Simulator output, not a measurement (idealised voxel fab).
process module | voxel capacitor over wiring
cross-section cut | 180 nm wide | cells 5 nm
A cross-section is a grid of square cells, given in bands from the top down. A band is one or more rows of cells.
Each band's line starts with the height of the band's top and of its bottom, in nm. Then come its materials from left to right, each with its width in nm. One material with "throughout" fills the band from edge to edge. "air" is empty space.
Height 0 is the level under which the wafer as received is all one material. The lowest band goes on downwards, as in "0 down".
A width such as "30 to 40" changes by the same amount from each row of cells to the next, from the band's top row to its bottom row.
"no change" after a step means that no cell of the cross-section changed.
closed voids: empty space of 8 cells or more with no open way to the top, each as width x height at its distance from the left edge, in nm
after a step's settings: what the simulator itself notes on the step
overlay nm, on a step with a mask: how far to the right of its planned place the mask lay; to the left if negative
plan
1 op RECEIVE | material Si
2 op CONFORMAL_DEP | material SiO2 | thk nm 15
3 op DIRECTIONAL_DEP | material TiN | thk nm 5
4 op DIRECTIONAL_DEP | material Ru | thk nm 20
5 op PATTERN | tone cover | mask id METAL_1 | material resist | width nm 25 | pitch nm 95 | thk nm 20 | overlay nm 0
6 op DIRECTIONAL_ETCH | etch materials Ru | depth nm 20
7 op DIRECTIONAL_ETCH | etch materials TiN | depth nm 5
8 op STRIP | etch materials resist
9 op CONFORMAL_DEP | material SiCN | thk nm 5
10 op FILL_DEP | material lowk | thk nm 5
11 op CMP | height nm 40
12 op CONFORMAL_DEP | material SiCN | thk nm 5
13 op DIRECTIONAL_DEP | material SiO2 | thk nm 10
14 op DIRECTIONAL_DEP | material aC | thk nm 15
15 op PATTERN | tone open | mask id PLUG_1 | material resist | width nm 15 | thk nm 35 | overlay nm 0
16 op DIRECTIONAL_ETCH | etch materials aC | depth nm 15
17 op STRIP | etch materials resist
18 op DIRECTIONAL_ETCH | etch materials SiO2 | depth nm 10
19 op DIRECTIONAL_ETCH | etch materials SiCN | depth nm 5
20 op STRIP | etch materials aC
21 op EPI | material Ru | thk nm 10
22 op EPI | material Ru | thk nm 5
23 op DIRECTIONAL_DEP | material TiN | thk nm 5
24 op DIRECTIONAL_DEP | material HfO2 | thk nm 5
25 op DIRECTIONAL_DEP | material TiN | thk nm 5
26 op DIRECTIONAL_DEP | material aC | thk nm 15
27 op PATTERN | tone cover | mask id UPPER_PLATE | material resist | width nm 75 | thk nm 30 | overlay nm 0
28 op DIRECTIONAL_ETCH | etch materials aC | depth nm 15
29 op STRIP | etch materials resist
30 op DIRECTIONAL_ETCH | etch materials TiN | depth nm 5
31 op DIRECTIONAL_ETCH | etch materials HfO2 | depth nm 5
32 op STRIP | etch materials aC
33 op DIRECTIONAL_DEP | material aC | thk nm 15
34 op PATTERN | tone cover | mask id LOWER_PLATE | material resist | width nm 85 | thk nm 35 | overlay nm 0
35 op DIRECTIONAL_ETCH | etch materials aC | depth nm 15
36 op STRIP | etch materials resist
37 op DIRECTIONAL_ETCH | etch materials TiN | depth nm 5
38 op STRIP | etch materials aC
39 op FILL_DEP | material SiO2 | thk nm 15
40 op CMP | height nm 80
41 op DIRECTIONAL_DEP | material aC | thk nm 10
42 op PATTERN | tone open | mask id PLUG_2 | material resist | width nm 15 | thk nm 30 | overlay nm 0
43 op DIRECTIONAL_ETCH | etch materials aC | depth nm 10
44 op STRIP | etch materials resist
45 op DIRECTIONAL_ETCH | etch materials SiO2 | depth nm 10
46 op STRIP | etch materials aC
47 op CONFORMAL_DEP | material TiN | thk nm 5
48 op FILL_DEP | material W | thk nm 10
49 op CMP | height nm 80
50 op CONFORMAL_DEP | material SiCN | thk nm 5
first wafer, as planned
as received, after step 1
  0 down: Si throughout
  closed voids: none
after step 2
  15 to 0: SiO2 throughout
  below 0: unchanged
after step 3
  20 to 15: TiN throughout
  below 15: unchanged
after step 4
  40 to 20: Ru throughout
  below 20: unchanged
after step 5
  60 to 40: air 30 | resist 25 | air 70 | resist 25 | air 30
  below 40: unchanged
after step 6
  60 to 40: air 30 | resist 25 | air 70 | resist 25 | air 30
  40 to 20: air 30 | Ru 25 | air 70 | Ru 25 | air 30
  below 20: unchanged
after step 7
  60 to 40: air 30 | resist 25 | air 70 | resist 25 | air 30
  40 to 20: air 30 | Ru 25 | air 70 | Ru 25 | air 30
  20 to 15: air 30 | TiN 25 | air 70 | TiN 25 | air 30
  below 15: unchanged
after step 8
  40 to 20: air 30 | Ru 25 | air 70 | Ru 25 | air 30
  below 20: unchanged
after step 9
  45 to 40: air 25 | SiCN 35 | air 60 | SiCN 35 | air 25
  40 to 20: air 25 | SiCN 5 | Ru 25 | SiCN 5 | air 60 | SiCN 5 | Ru 25 | SiCN 5 | air 25
  20 to 15: SiCN 30 | TiN 25 | SiCN 70 | TiN 25 | SiCN 30
  below 15: unchanged
after step 10
  50 to 45: lowk throughout
  45 to 40: lowk 25 | SiCN 35 | lowk 60 | SiCN 35 | lowk 25
  40 to 20: lowk 25 | SiCN 5 | Ru 25 | SiCN 5 | lowk 60 | SiCN 5 | Ru 25 | SiCN 5 | lowk 25
  below 20: unchanged
after step 11
  40 to 20: lowk 25 | SiCN 5 | Ru 25 | SiCN 5 | lowk 60 | SiCN 5 | Ru 25 | SiCN 5 | lowk 25
  below 20: unchanged
after step 12
  45 to 40: SiCN throughout
  below 40: unchanged
after step 13
  55 to 45: SiO2 throughout
  below 45: unchanged
after step 14
  70 to 55: aC throughout
  below 55: unchanged
after step 15
  105 to 70: resist 40 | air 15 | resist 125
  below 70: unchanged
after step 16
  90 to 70: resist 40 | air 15 | resist 125
  70 to 55: aC 40 | air 15 | aC 125
  below 55: unchanged
after step 17
  70 to 55: aC 40 | air 15 | aC 125
  below 55: unchanged
after step 18
  70 to 55: aC 40 | air 15 | aC 125
  55 to 45: SiO2 40 | air 15 | SiO2 125
  below 45: unchanged
after step 19
  70 to 55: aC 40 | air 15 | aC 125
  55 to 45: SiO2 40 | air 15 | SiO2 125
  45 to 40: SiCN 40 | air 15 | SiCN 125
  below 40: unchanged
after step 20
  55 to 45: SiO2 40 | air 15 | SiO2 125
  below 45: unchanged
after step 21
  55 to 50: SiO2 40 | air 15 | SiO2 125
  50 to 45: SiO2 40 | Ru 15 | SiO2 125
  45 to 40: SiCN 40 | Ru 15 | SiCN 125
  below 40: unchanged
after step 22
  55 to 45: SiO2 40 | Ru 15 | SiO2 125
  below 45: unchanged
after step 23
  60 to 55: TiN throughout
  below 55: unchanged
after step 24
  65 to 60: HfO2 throughout
  below 60: unchanged
after step 25
  70 to 65: TiN throughout
  below 65: unchanged
after step 26
  85 to 70: aC throughout
  below 70: unchanged
after step 27
  115 to 85: air 40 | resist 75 | air 65
  below 85: unchanged
after step 28
  100 to 85: air 40 | resist 75 | air 65
  85 to 70: air 40 | aC 75 | air 65
  below 70: unchanged
after step 29
  85 to 70: air 40 | aC 75 | air 65
  below 70: unchanged
after step 30
  85 to 70: air 40 | aC 75 | air 65
  70 to 65: air 40 | TiN 75 | air 65
  below 65: unchanged
after step 31
  85 to 70: air 40 | aC 75 | air 65
  70 to 65: air 40 | TiN 75 | air 65
  65 to 60: air 40 | HfO2 75 | air 65
  below 60: unchanged
after step 32
  70 to 65: air 40 | TiN 75 | air 65
  below 65: unchanged
after step 33
  85 to 75: air 40 | aC 75 | air 65
  75 to 70: aC throughout
  70 to 65: aC 40 | TiN 75 | aC 65
  65 to 60: aC 40 | HfO2 75 | aC 65
  below 60: unchanged
after step 34
  120 to 85: air 35 | resist 85 | air 60
  85 to 75: air 35 | resist 5 | aC 75 | resist 5 | air 60
  below 75: unchanged
after step 35
  105 to 85: air 35 | resist 85 | air 60
  85 to 75: air 35 | resist 5 | aC 75 | resist 5 | air 60
  75 to 70: air 35 | aC 85 | air 60
  70 to 65: air 35 | aC 5 | TiN 75 | aC 5 | air 60
  65 to 60: air 35 | aC 5 | HfO2 75 | aC 5 | air 60
  below 60: unchanged
after step 36
  85 to 75: air 40 | aC 75 | air 65
  below 75: unchanged
after step 37
  85 to 75: air 40 | aC 75 | air 65
  75 to 70: air 35 | aC 85 | air 60
  70 to 65: air 35 | aC 5 | TiN 75 | aC 5 | air 60
  65 to 60: air 35 | aC 5 | HfO2 75 | aC 5 | air 60
  60 to 55: air 35 | TiN 85 | air 60
  below 55: unchanged
after step 38
  70 to 65: air 40 | TiN 75 | air 65
  65 to 60: air 40 | HfO2 75 | air 65
  below 60: unchanged
after step 39
  85 to 70: SiO2 throughout
  70 to 65: SiO2 40 | TiN 75 | SiO2 65
  65 to 60: SiO2 40 | HfO2 75 | SiO2 65
  60 to 55: SiO2 35 | TiN 85 | SiO2 60
  below 55: unchanged
after step 40
  80 to 70: SiO2 throughout
  below 70: unchanged
after step 41
  90 to 80: aC throughout
  below 80: unchanged
after step 42
  120 to 90: resist 50 | air 15 | resist 115
  below 90: unchanged
after step 43
  110 to 90: resist 50 | air 15 | resist 115
  90 to 80: aC 50 | air 15 | aC 115
  below 80: unchanged
after step 44
  90 to 80: aC 50 | air 15 | aC 115
  below 80: unchanged
after step 45
  90 to 80: aC 50 | air 15 | aC 115
  80 to 70: SiO2 50 | air 15 | SiO2 115
  below 70: unchanged
after step 46
  80 to 70: SiO2 50 | air 15 | SiO2 115
  below 70: unchanged
after step 47
  85 to 80: TiN 55 | air 5 | TiN 120
  80 to 75: SiO2 50 | TiN 5 | air 5 | TiN 5 | SiO2 115
  75 to 65: SiO2 50 to 40 | TiN 15 to 75 | SiO2 115 to 65
  below 65: unchanged
after step 48
  95 to 85: W throughout
  85 to 80: TiN 55 | W 5 | TiN 120
  80 to 75: SiO2 50 | TiN 5 | W 5 | TiN 5 | SiO2 115
  below 75: unchanged
after step 49
  80 to 75: SiO2 50 | TiN 5 | W 5 | TiN 5 | SiO2 115
  below 75: unchanged
after step 50
  85 to 80: SiCN throughout
  below 80: unchanged
second wafer: like start, like plan, one mistake. Through step 1 it matches the first wafer
when step 2 should have ended
  30 to 0: SiO2 throughout
  below 0: unchanged
when step 3 should have ended
  35 to 30: TiN throughout
  below 30: unchanged
when step 4 should have ended
  55 to 35: Ru throughout
  below 35: unchanged
when step 5 should have ended
  75 to 55: air 30 | resist 25 | air 70 | resist 25 | air 30
  below 55: unchanged
when step 6 should have ended
  75 to 55: air 30 | resist 25 | air 70 | resist 25 | air 30
  55 to 35: air 30 | Ru 25 | air 70 | Ru 25 | air 30
  below 35: unchanged
when step 7 should have ended
  75 to 55: air 30 | resist 25 | air 70 | resist 25 | air 30
  55 to 35: air 30 | Ru 25 | air 70 | Ru 25 | air 30
  35 to 30: air 30 | TiN 25 | air 70 | TiN 25 | air 30
  below 30: unchanged
when step 8 should have ended
  55 to 35: air 30 | Ru 25 | air 70 | Ru 25 | air 30
  below 35: unchanged
when step 9 should have ended
  60 to 55: air 25 | SiCN 35 | air 60 | SiCN 35 | air 25
  55 to 35: air 25 | SiCN 5 | Ru 25 | SiCN 5 | air 60 | SiCN 5 | Ru 25 | SiCN 5 | air 25
  35 to 30: SiCN 30 | TiN 25 | SiCN 70 | TiN 25 | SiCN 30
  below 30: unchanged
when step 10 should have ended
  65 to 60: lowk throughout
  60 to 55: lowk 25 | SiCN 35 | lowk 60 | SiCN 35 | lowk 25
  55 to 35: lowk 25 | SiCN 5 | Ru 25 | SiCN 5 | lowk 60 | SiCN 5 | Ru 25 | SiCN 5 | lowk 25
  below 35: unchanged
when step 11 should have ended
  40 to 35: lowk 25 | SiCN 5 | Ru 25 | SiCN 5 | lowk 60 | SiCN 5 | Ru 25 | SiCN 5 | lowk 25
  below 35: unchanged
when step 12 should have ended
  45 to 40: SiCN throughout
  below 40: unchanged
when step 13 should have ended
  55 to 45: SiO2 throughout
  below 45: unchanged
when step 14 should have ended
  70 to 55: aC throughout
  below 55: unchanged
when step 15 should have ended
  105 to 70: resist 40 | air 15 | resist 125
  below 70: unchanged
when step 16 should have ended
  90 to 70: resist 40 | air 15 | resist 125
  70 to 55: aC 40 | air 15 | aC 125
  below 55: unchanged
when step 17 should have ended
  70 to 55: aC 40 | air 15 | aC 125
  below 55: unchanged
when step 18 should have ended
  70 to 55: aC 40 | air 15 | aC 125
  55 to 45: SiO2 40 | air 15 | SiO2 125
  below 45: unchanged
when step 19 should have ended
  70 to 55: aC 40 | air 15 | aC 125
  55 to 45: SiO2 40 | air 15 | SiO2 125
  45 to 40: SiCN 40 | air 15 | SiCN 125
  below 40: unchanged
when step 20 should have ended
  55 to 45: SiO2 40 | air 15 | SiO2 125
  below 45: unchanged
when step 21 should have ended
  55 to 50: SiO2 40 | air 15 | SiO2 125
  50 to 45: SiO2 40 | Ru 15 | SiO2 125
  45 to 40: SiCN 40 | Ru 15 | SiCN 125
  below 40: unchanged
when step 22 should have ended
  55 to 45: SiO2 40 | Ru 15 | SiO2 125
  below 45: unchanged
when step 23 should have ended
  60 to 55: TiN throughout
  below 55: unchanged
when step 24 should have ended
  65 to 60: HfO2 throughout
  below 60: unchanged
when step 25 should have ended
  70 to 65: TiN throughout
  below 65: unchanged
when step 26 should have ended
  85 to 70: aC throughout
  below 70: unchanged
when step 27 should have ended
  115 to 85: air 40 | resist 75 | air 65
  below 85: unchanged
when step 28 should have ended
  100 to 85: air 40 | resist 75 | air 65
  85 to 70: air 40 | aC 75 | air 65
  below 70: unchanged
when step 29 should have ended
  85 to 70: air 40 | aC 75 | air 65
  below 70: unchanged
when step 30 should have ended
  85 to 70: air 40 | aC 75 | air 65
  70 to 65: air 40 | TiN 75 | air 65
  below 65: unchanged
when step 31 should have ended
  85 to 70: air 40 | aC 75 | air 65
  70 to 65: air 40 | TiN 75 | air 65
  65 to 60: air 40 | HfO2 75 | air 65
  below 60: unchanged
when step 32 should have ended
  70 to 65: air 40 | TiN 75 | air 65
  below 65: unchanged
when step 33 should have ended
  85 to 75: air 40 | aC 75 | air 65
  75 to 70: aC throughout
  70 to 65: aC 40 | TiN 75 | aC 65
  65 to 60: aC 40 | HfO2 75 | aC 65
  below 60: unchanged
when step 34 should have ended
  120 to 85: air 35 | resist 85 | air 60
  85 to 75: air 35 | resist 5 | aC 75 | resist 5 | air 60
  below 75: unchanged
when step 35 should have ended
  105 to 85: air 35 | resist 85 | air 60
  85 to 75: air 35 | resist 5 | aC 75 | resist 5 | air 60
  75 to 70: air 35 | aC 85 | air 60
  70 to 65: air 35 | aC 5 | TiN 75 | aC 5 | air 60
  65 to 60: air 35 | aC 5 | HfO2 75 | aC 5 | air 60
  below 60: unchanged
when step 36 should have ended
  85 to 75: air 40 | aC 75 | air 65
  below 75: unchanged
when step 37 should have ended
  85 to 75: air 40 | aC 75 | air 65
  75 to 70: air 35 | aC 85 | air 60
  70 to 65: air 35 | aC 5 | TiN 75 | aC 5 | air 60
  65 to 60: air 35 | aC 5 | HfO2 75 | aC 5 | air 60
  60 to 55: air 35 | TiN 85 | air 60
  below 55: unchanged
when step 38 should have ended
  70 to 65: air 40 | TiN 75 | air 65
  65 to 60: air 40 | HfO2 75 | air 65
  below 60: unchanged
when step 39 should have ended
  85 to 70: SiO2 throughout
  70 to 65: SiO2 40 | TiN 75 | SiO2 65
  65 to 60: SiO2 40 | HfO2 75 | SiO2 65
  60 to 55: SiO2 35 | TiN 85 | SiO2 60
  below 55: unchanged
when step 40 should have ended
  80 to 70: SiO2 throughout
  below 70: unchanged
when step 41 should have ended
  90 to 80: aC throughout
  below 80: unchanged
when step 42 should have ended
  120 to 90: resist 50 | air 15 | resist 115
  below 90: unchanged
when step 43 should have ended
  110 to 90: resist 50 | air 15 | resist 115
  90 to 80: aC 50 | air 15 | aC 115
  below 80: unchanged
when step 44 should have ended
  90 to 80: aC 50 | air 15 | aC 115
  below 80: unchanged
when step 45 should have ended
  90 to 80: aC 50 | air 15 | aC 115
  80 to 70: SiO2 50 | air 15 | SiO2 115
  below 70: unchanged
when step 46 should have ended
  80 to 70: SiO2 50 | air 15 | SiO2 115
  below 70: unchanged
when step 47 should have ended
  85 to 80: TiN 55 | air 5 | TiN 120
  80 to 75: SiO2 50 | TiN 5 | air 5 | TiN 5 | SiO2 115
  75 to 65: SiO2 50 to 40 | TiN 15 to 75 | SiO2 115 to 65
  below 65: unchanged
when step 48 should have ended
  95 to 85: W throughout
  85 to 80: TiN 55 | W 5 | TiN 120
  80 to 75: SiO2 50 | TiN 5 | W 5 | TiN 5 | SiO2 115
  below 75: unchanged
when step 49 should have ended
  80 to 75: SiO2 50 | TiN 5 | W 5 | TiN 5 | SiO2 115
  below 75: unchanged
when step 50 should have ended
  85 to 80: SiCN throughout
  below 80: unchanged
what went wrong: step 2 was run twice
at the end the second wafer has, in cells: 30 fewer of Ru | 12 fewer of SiCN | 108 more of SiO2 | 66 fewer of lowk
